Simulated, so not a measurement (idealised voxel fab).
This is a process module. Its name is voxel transistor to metal.
The width of the displayed cross-section, cut, is 160 nm; its cells are square, with a size of 5 nm.
Cross-section format: a grid of square cells, given as bands from top to bottom; each band is one or more rows of cells.
A band entry consists of two parts. The first gives the height of the band's top and the height of its bottom, in nm. The rest lists the band's materials from left to right, each with its width in nm. A single material labelled with the word "throughout" fills the band from edge to edge, and the word "blank" marks empty space.
Height is counted from the level 0, under which the received wafer is composed throughout of one material. The lowest of the bands is not closed at the bottom but continues downward, in the notation "top 0, no bottom".
The expression "30 to 40" gives the width at the extremes of the band, the first number at its top row of cells and the second at its bottom row, with the width changing by equal amounts from each row to the next in between.
"no change", as given for a step, is the statement that not any cell of the cross-section underwent a change during that step.
Empty spaces counting at least 8 cells and having no open way to the top are listed in "Closed void catalog". The notation width x height at distance is used for each, the distance being from the left edge and all three values in nm.
Step line, after settings: the simulator's comment on this step.
The optional step-line setting "overlay nm" applies to steps with a mask and quantifies how far to the right of its planned location the mask lay, a negative value indicating leftward placement.
Each pair below shows a cross-section before one step and the cross-section after it, down to the lowest band that changed. The line under each pair gives the step between them, with its settings. The pairs can come from different runs of this module on the same starting wafer, so a pair continues from the pair above only where its "State before step" says so.

# State before step
    top 0, no bottom | Si throughout
    Closed void catalog: none

# Post-Step Snapshot
    top 5, bottom 0 | SiO2 throughout
    Under 0: no change, same as before.
    Closed void catalog: none
Looking at the two cross-sections above, the step in the middle is CONFORMAL_DEP, material SiO2, thk nm 5

State before step: no separate figure, the pair right above already shows it after its step.

# Post-Step Snapshot
    top 15, bottom 5 | SiN throughout
    Under 5: no change, same as before.
    Closed void catalog: none
Looking at the two cross-sections above, the step in the middle is CONFORMAL_DEP, material SiN, thk nm 10

State before step: no separate figure, the pair right above already shows it after its step.

# Post-Step Snapshot
    top 15, bottom 5 | 15 nm blank, 125 nm SiN, 20 nm blank
    Under 5: no change, same as before.
    Closed void catalog: none
Looking at the two cross-sections above, the step in the middle is MASKED_ETCH, tone cover, mask id ACTIVE, width nm 125, etch materials SiN, depth nm 10, overlay nm 0

State before step: no separate figure, the pair right above already shows it after its step.

# Post-Step Snapshot
    top 15, bottom 5 | 15 nm blank, 125 nm SiN, 20 nm blank
    top 5, bottom 0 | 15 nm blank, 125 nm SiO2, 20 nm blank
    Under 0: no change, same as before.
    Closed void catalog: none
Looking at the two cross-sections above, the step in the middle is MASKED_ETCH, tone cover, mask id ACTIVE, width nm 125, etch materials SiO2, depth nm 5, overlay nm 0

State before step: no separate figure, the pair right above already shows it after its step.

# Post-Step Snapshot
    top 15, bottom 5 | 15 nm blank, 125 nm SiN, 20 nm blank
    top 5, bottom 0 | 15 nm blank, 125 nm SiO2, 20 nm blank
    top 0, bottom -20 | 15 nm blank, 125 nm Si, 20 nm blank
    Under -20: no change, same as before.
    Closed void catalog: none
Looking at the two cross-sections above, the step in the middle is MASKED_ETCH, tone cover, mask id ACTIVE, width nm 125, etch materials Si, depth nm 20, overlay nm 0

State before step: no separate figure, the pair right above already shows it after its step.

# Post-Step Snapshot
    top 15, bottom 5 | 15 nm blank, 125 nm SiN, 20 nm blank
    top 5, bottom 0 | 15 nm blank, 125 nm SiO2, 20 nm blank
    top 0, bottom -20 | 15 nm blank, 5 nm SiO2, 115 nm Si, 5 nm SiO2, 20 nm blank
    top -20, bottom -25 | 20 nm SiO2, 115 nm Si, 25 nm SiO2
    Under -25: no change, same as before.
    Closed void catalog: none
Looking at the two cross-sections above, the step in the middle is OXIDIZE, depth nm 5

State before step: no separate figure, the pair right above already shows it after its step.

# Post-Step Snapshot
    top 20, bottom 15 | SiO2 throughout
    top 15, bottom 5 | 15 nm SiO2, 125 nm SiN, 20 nm SiO2
    top 5, bottom 0 | SiO2 throughout
    top 0, bottom -25 | 20 nm SiO2, 115 nm Si, 25 nm SiO2
    Under -25: no change, same as before.
    Closed void catalog: none
Looking at the two cross-sections above, the step in the middle is FILL_DEP, material SiO2, thk nm 5

State before step: no separate figure, the pair right above already shows it after its step.

# Post-Step Snapshot
    top 15, bottom 5 | 15 nm SiO2, 125 nm SiN, 20 nm SiO2
    Under 5: no change, same as before.
    Closed void catalog: none
Looking at the two cross-sections above, the step in the middle is CMP, height nm 15

State before step: no separate figure, the pair right above already shows it after its step.

# Post-Step Snapshot
    top 15, bottom 5 | 15 nm blank, 125 nm SiN, 20 nm blank
    Under 5: no change, same as before.
    Closed void catalog: none
Looking at the two cross-sections above, the step in the middle is SELECTIVE_ETCH, etch materials SiO2, depth nm 10

State before step: no separate figure, the pair right above already shows it after its step.

# Post-Step Snapshot
    top 5, bottom 0 | SiO2 throughout
    Under 0: no change, same as before.
    Closed void catalog: none
Looking at the two cross-sections above, the step in the middle is STRIP, etch materials SiN

State before step: no separate figure, the pair right above already shows it after its step.

# Post-Step Snapshot
    top 0, bottom -25 | 20 nm SiO2, 115 nm Si, 25 nm SiO2
    Under -25: no change, same as before.
    Closed void catalog: none
Looking at the two cross-sections above, the step in the middle is SELECTIVE_ETCH, etch materials SiO2, depth nm 5

State before step: no separate figure, the pair right above already shows it after its step.

# Post-Step Snapshot
    top 0, bottom -5 | SiO2 throughout
    Under -5: no change, same as before.
    Closed void catalog: none
Looking at the two cross-sections above, the step in the middle is OXIDIZE, depth nm 5

State before step: no separate figure, the pair right above already shows it after its step.

# Post-Step Snapshot
    top 25, bottom 0 | polySi throughout
    Under 0: no change, same as before.
    Closed void catalog: none
Looking at the two cross-sections above, the step in the middle is DIRECTIONAL_DEP, material polySi, thk nm 25

State before step: no separate figure, the pair right above already shows it after its step.

# Post-Step Snapshot
    top 40, bottom 25 | SiCN throughout
    Under 25: no change, same as before.
    Closed void catalog: none
Looking at the two cross-sections above, the step in the middle is DIRECTIONAL_DEP, material SiCN, thk nm 15

State before step: no separate figure, the pair right above already shows it after its step.

# Post-Step Snapshot
    top 55, bottom 40 | 60 nm blank, 35 nm resist, 65 nm blank
    Under 40: no change, same as before.
    Closed void catalog: none
Looking at the two cross-sections above, the step in the middle is PATTERN, tone cover, mask id GATE, material resist, width nm 35, thk nm 15, overlay nm 0

State before step: no separate figure, the pair right above already shows it after its step.

# Post-Step Snapshot
    top 55, bottom 40 | 60 nm blank, 35 nm resist, 65 nm blank
    top 40, bottom 25 | 60 nm blank, 35 nm SiCN, 65 nm blank
    Under 25: no change, same as before.
    Closed void catalog: none
Looking at the two cross-sections above, the step in the middle is DIRECTIONAL_ETCH, etch materials SiCN, depth nm 25

State before step: no separate figure, the pair right above already shows it after its step.

# Post-Step Snapshot
    top 55, bottom 40 | 60 nm blank, 35 nm resist, 65 nm blank
    top 40, bottom 25 | 60 nm blank, 35 nm SiCN, 65 nm blank
    top 25, bottom 0 | 60 nm blank, 35 nm polySi, 65 nm blank
    Under 0: no change, same as before.
    Closed void catalog: none
Looking at the two cross-sections above, the step in the middle is DIRECTIONAL_ETCH, etch materials polySi, depth nm 35

State before step: no separate figure, the pair right above already shows it after its step.

# Post-Step Snapshot
    top 40, bottom 25 | 60 nm blank, 35 nm SiCN, 65 nm blank
    Under 25: no change, same as before.
    Closed void catalog: none
Looking at the two cross-sections above, the step in the middle is STRIP, etch materials resist

State before step: no separate figure, the pair right above already shows it after its step.

# Post-Step Snapshot
    top 45, bottom 40 | 55 nm blank, 45 nm SiO2, 60 nm blank
    top 40, bottom 25 | 55 nm blank, 5 nm SiO2, 35 nm SiCN, 5 nm SiO2, 60 nm blank
    top 25, bottom 5 | 55 nm blank, 5 nm SiO2, 35 nm polySi, 5 nm SiO2, 60 nm blank
    top 5, bottom 0 | 60 nm SiO2, 35 nm polySi, 65 nm SiO2
    Under 0: no change, same as before.
    Closed void catalog: none
Looking at the two cross-sections above, the step in the middle is CONFORMAL_DEP, material SiO2, thk nm 5

State before step: no separate figure, the pair right above already shows it after its step.

# Post-Step Snapshot
    top 40, bottom 25 | 55 nm blank, 5 nm SiO2, 35 nm SiCN, 5 nm SiO2, 60 nm blank
    top 25, bottom 0 | 55 nm blank, 5 nm SiO2, 35 nm polySi, 5 nm SiO2, 60 nm blank
    Under 0: no change, same as before.
    Closed void catalog: none
Looking at the two cross-sections above, the step in the middle is DIRECTIONAL_ETCH, etch materials SiO2, depth nm 5

State before step: no separate figure, the pair right above already shows it after its step.

# Post-Step Snapshot
    top 50, bottom 40 | 45 nm blank, 65 nm SiN, 50 nm blank
    top 40, bottom 25 | 45 nm blank, 10 nm SiN, 5 nm SiO2, 35 nm SiCN, 5 nm SiO2, 10 nm SiN, 50 nm blank
    top 25, bottom 10 | 45 nm blank, 10 nm SiN, 5 nm SiO2, 35 nm polySi, 5 nm SiO2, 10 nm SiN, 50 nm blank
    top 10, bottom 0 | 55 nm SiN, 5 nm SiO2, 35 nm polySi, 5 nm SiO2, 60 nm SiN
    Under 0: no change, same as before.
    Closed void catalog: none
Looking at the two cross-sections above, the step in the middle is CONFORMAL_DEP, material SiN, thk nm 10

State before step: no separate figure, the pair right above already shows it after its step.

# Post-Step Snapshot
    top 40, bottom 25 | 45 nm blank, 10 nm SiN, 5 nm SiO2, 35 nm SiCN, 5 nm SiO2, 10 nm SiN, 50 nm blank
    top 25, bottom 0 | 45 nm blank, 10 nm SiN, 5 nm SiO2, 35 nm polySi, 5 nm SiO2, 10 nm SiN, 50 nm blank
    Under 0: no change, same as before.
    Closed void catalog: none
Looking at the two cross-sections above, the step in the middle is DIRECTIONAL_ETCH, etch materials SiN, depth nm 10

State before step: no separate figure, the pair right above already shows it after its step.

# Post-Step Snapshot
    top 40, bottom 35 | 45 nm blank, 10 nm SiN, 5 nm blank, 35 nm SiCN, 5 nm blank, 10 nm SiN, 50 nm blank
    top 35, bottom 25 | 45 nm blank, 10 nm SiN, 5 nm SiO2, 35 nm SiCN, 5 nm SiO2, 10 nm SiN, 50 nm blank
    top 25, bottom 0 | 45 nm blank, 10 nm SiN, 5 nm SiO2, 35 nm polySi, 5 nm SiO2, 10 nm SiN, 50 nm blank
    top 0, bottom -5 | 45 nm blank, 65 nm SiO2, 50 nm blank
    Under -5: no change, same as before.
    Closed void catalog: none
Looking at the two cross-sections above, the step in the middle is DIRECTIONAL_ETCH, etch materials SiO2, depth nm 5

State before step: no separate figure, the pair right above already shows it after its step.

# Post-Step Snapshot
    top 40, bottom 35 | 45 nm blank, 10 nm SiN, 5 nm blank, 35 nm SiCN, 5 nm blank, 10 nm SiN, 50 nm blank
    top 35, bottom 25 | 45 nm blank, 10 nm SiN, 5 nm SiO2, 35 nm SiCN, 5 nm SiO2, 10 nm SiN, 50 nm blank
    top 25, bottom 0 | 45 nm blank, 10 nm SiN, 5 nm SiO2, 35 nm polySi, 5 nm SiO2, 10 nm SiN, 50 nm blank
    top 0, bottom -5 | 15 nm blank, 30 nm SiGe, 65 nm SiO2, 30 nm SiGe, 20 nm blank
    Under -5: no change, same as before.
    Closed void catalog: none
Looking at the two cross-sections above, the step in the middle is EPI, material SiGe, thk nm 5

State before step: no separate figure, the pair right above already shows it after its step.

# Post-Step Snapshot
    top 45, bottom 40 | SiO2 throughout
    top 40, bottom 25 | 45 nm SiO2, 10 nm SiN, 5 nm SiO2, 35 nm SiCN, 5 nm SiO2, 10 nm SiN, 50 nm SiO2
    top 25, bottom 0 | 45 nm SiO2, 10 nm SiN, 5 nm SiO2, 35 nm polySi, 5 nm SiO2, 10 nm SiN, 50 nm SiO2
    top 0, bottom -5 | 15 nm SiO2, 30 nm SiGe, 65 nm SiO2, 30 nm SiGe, 20 nm SiO2
    Under -5: no change, same as before.
    Closed void catalog: none
Looking at the two cross-sections above, the step in the middle is FILL_DEP, material SiO2, thk nm 5

State before step: no separate figure, the pair right above already shows it after its step.

# Post-Step Snapshot
    top 25, bottom 0 | 45 nm SiO2, 10 nm SiN, 5 nm SiO2, 35 nm polySi, 5 nm SiO2, 10 nm SiN, 50 nm SiO2
    Under 0: no change, same as before.
    Closed void catalog: none
Looking at the two cross-sections above, the step in the middle is CMP, height nm 25

State before step: no separate figure, the pair right above already shows it after its step.

# Post-Step Snapshot
    top 25, bottom 0 | 45 nm SiO2, 10 nm SiN, 5 nm SiO2, 35 nm blank, 5 nm SiO2, 10 nm SiN, 50 nm SiO2
    Under 0: no change, same as before.
    Closed void catalog: none
Looking at the two cross-sections above, the step in the middle is STRIP, etch materials polySi

State before step: no separate figure, the pair right above already shows it after its step.

# Post-Step Snapshot
    top 25, bottom 20 | 45 nm blank, 10 nm SiN, 45 nm blank, 10 nm SiN, 50 nm blank
    top 20, bottom 0 | 45 nm SiO2, 10 nm SiN, 45 nm blank, 10 nm SiN, 50 nm SiO2
    top 0, bottom -5 | 15 nm SiO2, 30 nm SiGe, 10 nm SiO2, 45 nm blank, 10 nm SiO2, 30 nm SiGe, 20 nm SiO2
    Under -5: no change, same as before.
    Closed void catalog: none
Looking at the two cross-sections above, the step in the middle is SELECTIVE_ETCH, etch materials SiO2, depth nm 5

State before step: no separate figure, the pair right above already shows it after its step.

# Post-Step Snapshot
    top 30, bottom 25 | 40 nm blank, 20 nm HfO2, 35 nm blank, 20 nm HfO2, 45 nm blank
    top 25, bottom 20 | 45 nm HfO2, 10 nm SiN, 5 nm HfO2, 35 nm blank, 5 nm HfO2, 10 nm SiN, 50 nm HfO2
    top 20, bottom 0 | 45 nm SiO2, 10 nm SiN, 5 nm HfO2, 35 nm blank, 5 nm HfO2, 10 nm SiN, 50 nm SiO2
    top 0, bottom -5 | 15 nm SiO2, 30 nm SiGe, 10 nm SiO2, 45 nm HfO2, 10 nm SiO2, 30 nm SiGe, 20 nm SiO2
    Under -5: no change, same as before.
    Closed void catalog: none
Looking at the two cross-sections above, the step in the middle is CONFORMAL_DEP, material HfO2, thk nm 5

State before step: no separate figure, the pair right above already shows it after its step.

# Post-Step Snapshot
    top 35, bottom 30 | 35 nm blank, 30 nm TiN, 25 nm blank, 30 nm TiN, 40 nm blank
    top 30, bottom 25 | 40 nm TiN, 20 nm HfO2, 5 nm TiN, 25 nm blank, 5 nm TiN, 20 nm HfO2, 45 nm TiN
    top 25, bottom 20 | 45 nm HfO2, 10 nm SiN, 5 nm HfO2, 5 nm TiN, 25 nm blank, 5 nm TiN, 5 nm HfO2, 10 nm SiN, 50 nm HfO2
    top 20, bottom 5 | 45 nm SiO2, 10 nm SiN, 5 nm HfO2, 5 nm TiN, 25 nm blank, 5 nm TiN, 5 nm HfO2, 10 nm SiN, 50 nm SiO2
    top 5, bottom 0 | 45 nm SiO2, 10 nm SiN, 5 nm HfO2, 35 nm TiN, 5 nm HfO2, 10 nm SiN, 50 nm SiO2
    Under 0: no change, same as before.
    Closed void catalog: none
Looking at the two cross-sections above, the step in the middle is CONFORMAL_DEP, material TiN, thk nm 5

State before step: no separate figure, the pair right above already shows it after its step.

# Post-Step Snapshot
    top 45, bottom 35 | W throughout
    top 35, bottom 30 | 35 nm W, 30 nm TiN, 25 nm W, 30 nm TiN, 40 nm W
    top 30, bottom 25 | 40 nm TiN, 20 nm HfO2, 5 nm TiN, 25 nm W, 5 nm TiN, 20 nm HfO2, 45 nm TiN
    top 25, bottom 20 | 45 nm HfO2, 10 nm SiN, 5 nm HfO2, 5 nm TiN, 25 nm W, 5 nm TiN, 5 nm HfO2, 10 nm SiN, 50 nm HfO2
    top 20, bottom 5 | 45 nm SiO2, 10 nm SiN, 5 nm HfO2, 5 nm TiN, 25 nm W, 5 nm TiN, 5 nm HfO2, 10 nm SiN, 50 nm SiO2
    Under 5: no change, same as before.
    Closed void catalog: none
Looking at the two cross-sections above, the step in the middle is FILL_DEP, material W, thk nm 10

State before step: no separate figure, the pair right above already shows it after its step.

# Post-Step Snapshot
    top 20, bottom 5 | 45 nm SiO2, 10 nm SiN, 5 nm HfO2, 5 nm TiN, 25 nm W, 5 nm TiN, 5 nm HfO2, 10 nm SiN, 50 nm SiO2
    Under 5: no change, same as before.
    Closed void catalog: none
Looking at the two cross-sections above, the step in the middle is CMP, height nm 20

State before step: no separate figure, the pair right above already shows it after its step.

# Post-Step Snapshot
    top 35, bottom 20 | SiO2 throughout
    Under 20: no change, same as before.
    Closed void catalog: none
Looking at the two cross-sections above, the step in the middle is DIRECTIONAL_DEP, material SiO2, thk nm 15

State before step: no separate figure, the pair right above already shows it after its step.

# Post-Step Snapshot
    top 35, bottom 20 | 25 nm SiO2, 20 nm blank, 65 nm SiO2, 20 nm blank, 30 nm SiO2
    top 20, bottom 5 | 25 nm SiO2, 20 nm blank, 10 nm SiN, 5 nm HfO2, 5 nm TiN, 25 nm W, 5 nm TiN, 5 nm HfO2, 10 nm SiN, 20 nm blank, 30 nm SiO2
    top 5, bottom 0 | 25 nm SiO2, 20 nm blank, 10 nm SiN, 5 nm HfO2, 35 nm TiN, 5 nm HfO2, 10 nm SiN, 20 nm blank, 30 nm SiO2
    Under 0: no change, same as before.
    Closed void catalog: none
Looking at the two cross-sections above, the step in the middle is MASKED_ETCH, tone open, mask id CONTACT, width nm 20, pitch nm 85, etch materials SiO2, depth nm 35, overlay nm 0

State before step: no separate figure, the pair right above already shows it after its step.

# Post-Step Snapshot
    top 40, bottom 35 | 30 nm TiN, 10 nm blank, 75 nm TiN, 10 nm blank, 35 nm TiN
    top 35, bottom 20 | 25 nm SiO2, 5 nm TiN, 10 nm blank, 5 nm TiN, 65 nm SiO2, 5 nm TiN, 10 nm blank, 5 nm TiN, 30 nm SiO2
    top 20, bottom 5 | 25 nm SiO2, 5 nm TiN, 10 nm blank, 5 nm TiN, 10 nm SiN, 5 nm HfO2, 5 nm TiN, 25 nm W, 5 nm TiN, 5 nm HfO2, 10 nm SiN, 5 nm TiN, 10 nm blank, 5 nm TiN, 30 nm SiO2
    top 5, bottom 0 | 25 nm SiO2, 20 nm TiN, 10 nm SiN, 5 nm HfO2, 35 nm TiN, 5 nm HfO2, 10 nm SiN, 20 nm TiN, 30 nm SiO2
    Under 0: no change, same as before.
    Closed void catalog: none
Looking at the two cross-sections above, the step in the middle is CONFORMAL_DEP, material TiN, thk nm 5

State before step: no separate figure, the pair right above already shows it after its step.

# Post-Step Snapshot
    top 45, bottom 40 | Ru throughout
    top 40, bottom 35 | 30 nm TiN, 10 nm Ru, 75 nm TiN, 10 nm Ru, 35 nm TiN
    top 35, bottom 20 | 25 nm SiO2, 5 nm TiN, 10 nm Ru, 5 nm TiN, 65 nm SiO2, 5 nm TiN, 10 nm Ru, 5 nm TiN, 30 nm SiO2
    top 20, bottom 5 | 25 nm SiO2, 5 nm TiN, 10 nm Ru, 5 nm TiN, 10 nm SiN, 5 nm HfO2, 5 nm TiN, 25 nm W, 5 nm TiN, 5 nm HfO2, 10 nm SiN, 5 nm TiN, 10 nm Ru, 5 nm TiN, 30 nm SiO2
    Under 5: no change, same as before.
    Closed void catalog: none
Looking at the two cross-sections above, the step in the middle is FILL_DEP, material Ru, thk nm 5

State before step: no separate figure, the pair right above already shows it after its step.

# Post-Step Snapshot
    top 35, bottom 20 | 25 nm SiO2, 5 nm TiN, 10 nm Ru, 5 nm TiN, 65 nm SiO2, 5 nm TiN, 10 nm Ru, 5 nm TiN, 30 nm SiO2
    Under 20: no change, same as before.
    Closed void catalog: none
Looking at the two cross-sections above, the step in the middle is CMP, height nm 35

State before step: no separate figure, the pair right above already shows it after its step.

# Post-Step Snapshot
    top 40, bottom 35 | SiCN throughout
    Under 35: no change, same as before.
    Closed void catalog: none
Looking at the two cross-sections above, the step in the middle is CONFORMAL_DEP, material SiCN, thk nm 5

State before step: no separate figure, the pair right above already shows it after its step.

# Post-Step Snapshot
    top 60, bottom 40 | SiO2 throughout
    Under 40: no change, same as before.
    Closed void catalog: none
Looking at the two cross-sections above, the step in the middle is DIRECTIONAL_DEP, material SiO2, thk nm 20

State before step: no separate figure, the pair right above already shows it after its step.

# Post-Step Snapshot
    top 70, bottom 60 | aC throughout
    Under 60: no change, same as before.
    Closed void catalog: none
Looking at the two cross-sections above, the step in the middle is DIRECTIONAL_DEP, material aC, thk nm 10

State before step: no separate figure, the pair right above already shows it after its step.

# Post-Step Snapshot
    top 95, bottom 70 | 25 nm resist, 20 nm blank, 65 nm resist, 20 nm blank, 30 nm resist
    Under 70: no change, same as before.
    Closed void catalog: none
Looking at the two cross-sections above, the step in the middle is PATTERN, tone open, mask id METAL_1, material resist, width nm 20, pitch nm 85, thk nm 25, overlay nm 0

State before step: no separate figure, the pair right above already shows it after its step.

# Post-Step Snapshot
    top 85, bottom 70 | 25 nm resist, 20 nm blank, 65 nm resist, 20 nm blank, 30 nm resist
    top 70, bottom 60 | 25 nm aC, 20 nm blank, 65 nm aC, 20 nm blank, 30 nm aC
    Under 60: no change, same as before.
    Closed void catalog: none
Looking at the two cross-sections above, the step in the middle is DIRECTIONAL_ETCH, etch materials aC, depth nm 10

State before step: no separate figure, the pair right above already shows it after its step.

# Post-Step Snapshot
    top 70, bottom 60 | 25 nm aC, 20 nm blank, 65 nm aC, 20 nm blank, 30 nm aC
    Under 60: no change, same as before.
    Closed void catalog: none
Looking at the two cross-sections above, the step in the middle is STRIP, etch materials resist

State before step: no separate figure, the pair right above already shows it after its step.

# Post-Step Snapshot
    top 70, bottom 60 | 25 nm aC, 20 nm blank, 65 nm aC, 20 nm blank, 30 nm aC
    top 60, bottom 40 | 25 nm SiO2, 20 nm blank, 65 nm SiO2, 20 nm blank, 30 nm SiO2
    Under 40: no change, same as before.
    Closed void catalog: none
Looking at the two cross-sections above, the step in the middle is DIRECTIONAL_ETCH, etch materials SiO2, depth nm 20

State before step: no separate figure, the pair right above already shows it after its step.

# Post-Step Snapshot
    top 70, bottom 60 | 25 nm aC, 20 nm blank, 65 nm aC, 20 nm blank, 30 nm aC
    top 60, bottom 40 | 25 nm SiO2, 20 nm blank, 65 nm SiO2, 20 nm blank, 30 nm SiO2
    top 40, bottom 35 | 25 nm SiCN, 20 nm blank, 65 nm SiCN, 20 nm blank, 30 nm SiCN
    Under 35: no change, same as before.
    Closed void catalog: none
Looking at the two cross-sections above, the step in the middle is DIRECTIONAL_ETCH, etch materials SiCN, depth nm 5

State before step: no separate figure, the pair right above already shows it after its step.

# Post-Step Snapshot
    top 60, bottom 40 | 25 nm SiO2, 20 nm blank, 65 nm SiO2, 20 nm blank, 30 nm SiO2
    Under 40: no change, same as before.
    Closed void catalog: none
Looking at the two cross-sections above, the step in the middle is STRIP, etch materials aC

State before step: no separate figure, the pair right above already shows it after its step.

# Post-Step Snapshot
    top 65, bottom 60 | 30 nm TiN, 10 nm blank, 75 nm TiN, 10 nm blank, 35 nm TiN
    top 60, bottom 40 | 25 nm SiO2, 5 nm TiN, 10 nm blank, 5 nm TiN, 65 nm SiO2, 5 nm TiN, 10 nm blank, 5 nm TiN, 30 nm SiO2
    top 40, bottom 35 | 25 nm SiCN, 20 nm TiN, 65 nm SiCN, 20 nm TiN, 30 nm SiCN
    Under 35: no change, same as before.
    Closed void catalog: none
Looking at the two cross-sections above, the step in the middle is CONFORMAL_DEP, material TiN, thk nm 5

State before step: no separate figure, the pair right above already shows it after its step.

# Post-Step Snapshot
    top 70, bottom 65 | Cu throughout
    top 65, bottom 60 | 30 nm TiN, 10 nm Cu, 75 nm TiN, 10 nm Cu, 35 nm TiN
    top 60, bottom 40 | 25 nm SiO2, 5 nm TiN, 10 nm Cu, 5 nm TiN, 65 nm SiO2, 5 nm TiN, 10 nm Cu, 5 nm TiN, 30 nm SiO2
    Under 40: no change, same as before.
    Closed void catalog: none
Looking at the two cross-sections above, the step in the middle is FILL_DEP, material Cu, thk nm 5

State before step: no separate figure, the pair right above already shows it after its step.

# Post-Step Snapshot
    top 60, bottom 40 | 25 nm SiO2, 5 nm TiN, 10 nm Cu, 5 nm TiN, 65 nm SiO2, 5 nm TiN, 10 nm Cu, 5 nm TiN, 30 nm SiO2
    Under 40: no change, same as before.
    Closed void catalog: none
Looking at the two cross-sections above, the step in the middle is CMP, height nm 60

State before step: no separate figure, the pair right above already shows it after its step.

# Post-Step Snapshot
    top 65, bottom 60 | SiCN throughout
    Under 60: no change, same as before.
    Closed void catalog: none
Looking at the two cross-sections above, the step in the middle is CONFORMAL_DEP, material SiCN, thk nm 5

State before step: no separate figure, the pair right above already shows it after its step.

# Post-Step Snapshot
    top 90, bottom 65 | lowk throughout
    Under 65: no change, same as before.
    Closed void catalog: none
Looking at the two cross-sections above, the step in the middle is DIRECTIONAL_DEP, material lowk, thk nm 25

State before step: no separate figure, the pair right above already shows it after its step.

# Post-Step Snapshot
    top 110, bottom 90 | 25 nm resist, 20 nm blank, 65 nm resist, 20 nm blank, 30 nm resist
    Under 90: no change, same as before.
    Closed void catalog: none
Looking at the two cross-sections above, the step in the middle is PATTERN, tone open, mask id METAL_2, material resist, width nm 20, pitch nm 85, thk nm 20, overlay nm 0

State before step: no separate figure, the pair right above already shows it after its step.

# Post-Step Snapshot
    top 110, bottom 90 | 25 nm resist, 20 nm blank, 65 nm resist, 20 nm blank, 30 nm resist
    top 90, bottom 75 | 25 nm lowk, 20 nm blank, 65 nm lowk, 20 nm blank, 30 nm lowk
    Under 75: no change, same as before.
    Closed void catalog: none
Looking at the two cross-sections above, the step in the middle is DIRECTIONAL_ETCH, etch materials lowk, depth nm 15

State before step: no separate figure, the pair right above already shows it after its step.

# Post-Step Snapshot
    top 90, bottom 75 | 25 nm lowk, 20 nm blank, 65 nm lowk, 20 nm blank, 30 nm lowk
    Under 75: no change, same as before.
    Closed void catalog: none
Looking at the two cross-sections above, the step in the middle is STRIP, etch materials resist

State before step: no separate figure, the pair right above already shows it after its step.

# Post-Step Snapshot
    top 90, bottom 75 | 25 nm lowk, 20 nm blank, 65 nm lowk, 20 nm blank, 30 nm lowk
    top 75, bottom 65 | 25 nm lowk, 15 nm blank, 70 nm lowk, 15 nm blank, 35 nm lowk
    Under 65: no change, same as before.
    Closed void catalog: none
Looking at the two cross-sections above, the step in the middle is MASKED_ETCH, tone open, mask id METAL_2_HOLES, width nm 15, pitch nm 85, etch materials lowk, depth nm 10, overlay nm 0

State before step: no separate figure, the pair right above already shows it after its step.

# Post-Step Snapshot
    top 90, bottom 75 | 25 nm lowk, 20 nm blank, 65 nm lowk, 20 nm blank, 30 nm lowk
    top 75, bottom 65 | 25 nm lowk, 15 nm blank, 70 nm lowk, 15 nm blank, 35 nm lowk
    top 65, bottom 60 | 25 nm SiCN, 15 nm blank, 70 nm SiCN, 15 nm blank, 35 nm SiCN
    Under 60: no change, same as before.
    Closed void catalog: none
Looking at the two cross-sections above, the step in the middle is MASKED_ETCH, tone open, mask id METAL_2_HOLES, width nm 15, pitch nm 85, etch materials SiCN, depth nm 5, overlay nm 0

State before step: no separate figure, the pair right above already shows it after its step.

# Post-Step Snapshot
    top 95, bottom 90 | 30 nm TiN, 10 nm blank, 75 nm TiN, 10 nm blank, 35 nm TiN
    top 90, bottom 80 | 25 nm lowk, 5 nm TiN, 10 nm blank, 5 nm TiN, 65 nm lowk, 5 nm TiN, 10 nm blank, 5 nm TiN, 30 nm lowk
    top 80, bottom 75 | 25 nm lowk, 5 nm TiN, 5 nm blank, 10 nm TiN, 65 nm lowk, 5 nm TiN, 5 nm blank, 10 nm TiN, 30 nm lowk
    top 75, bottom 65 | 25 nm lowk, 5 nm TiN, 5 nm blank, 5 nm TiN, 70 nm lowk, 5 nm TiN, 5 nm blank, 5 nm TiN, 35 nm lowk
    top 65, bottom 60 | 25 nm SiCN, 15 nm TiN, 70 nm SiCN, 15 nm TiN, 35 nm SiCN
    Under 60: no change, same as before.
    Closed void catalog: none
Looking at the two cross-sections above, the step in the middle is CONFORMAL_DEP, material TiN, thk nm 5

State before step: no separate figure, the pair right above already shows it after its step.

# Post-Step Snapshot
    top 105, bottom 95 | Cu throughout
    top 95, bottom 90 | 30 nm TiN, 10 nm Cu, 75 nm TiN, 10 nm Cu, 35 nm TiN
    top 90, bottom 80 | 25 nm lowk, 5 nm TiN, 10 nm Cu, 5 nm TiN, 65 nm lowk, 5 nm TiN, 10 nm Cu, 5 nm TiN, 30 nm lowk
    top 80, bottom 75 | 25 nm lowk, 5 nm TiN, 5 nm Cu, 10 nm TiN, 65 nm lowk, 5 nm TiN, 5 nm Cu, 10 nm TiN, 30 nm lowk
    top 75, bottom 65 | 25 nm lowk, 5 nm TiN, 5 nm Cu, 5 nm TiN, 70 nm lowk, 5 nm TiN, 5 nm Cu, 5 nm TiN, 35 nm lowk
    Under 65: no change, same as before.
    Closed void catalog: none
Looking at the two cross-sections above, the step in the middle is FILL_DEP, material Cu, thk nm 10

State before step: no separate figure, the pair right above already shows it after its step.

# Post-Step Snapshot
    top 90, bottom 80 | 25 nm lowk, 5 nm TiN, 10 nm Cu, 5 nm TiN, 65 nm lowk, 5 nm TiN, 10 nm Cu, 5 nm TiN, 30 nm lowk
    Under 80: no change, same as before.
    Closed void catalog: none
Looking at the two cross-sections above, the step in the middle is CMP, height nm 90

State before step: no separate figure, the pair right above already shows it after its step.

# Post-Step Snapshot
    top 95, bottom 90 | SiN throughout
    Under 90: no change, same as before.
    Closed void catalog: none
Looking at the two cross-sections above, the step in the middle is CONFORMAL_DEP, material SiN, thk nm 5
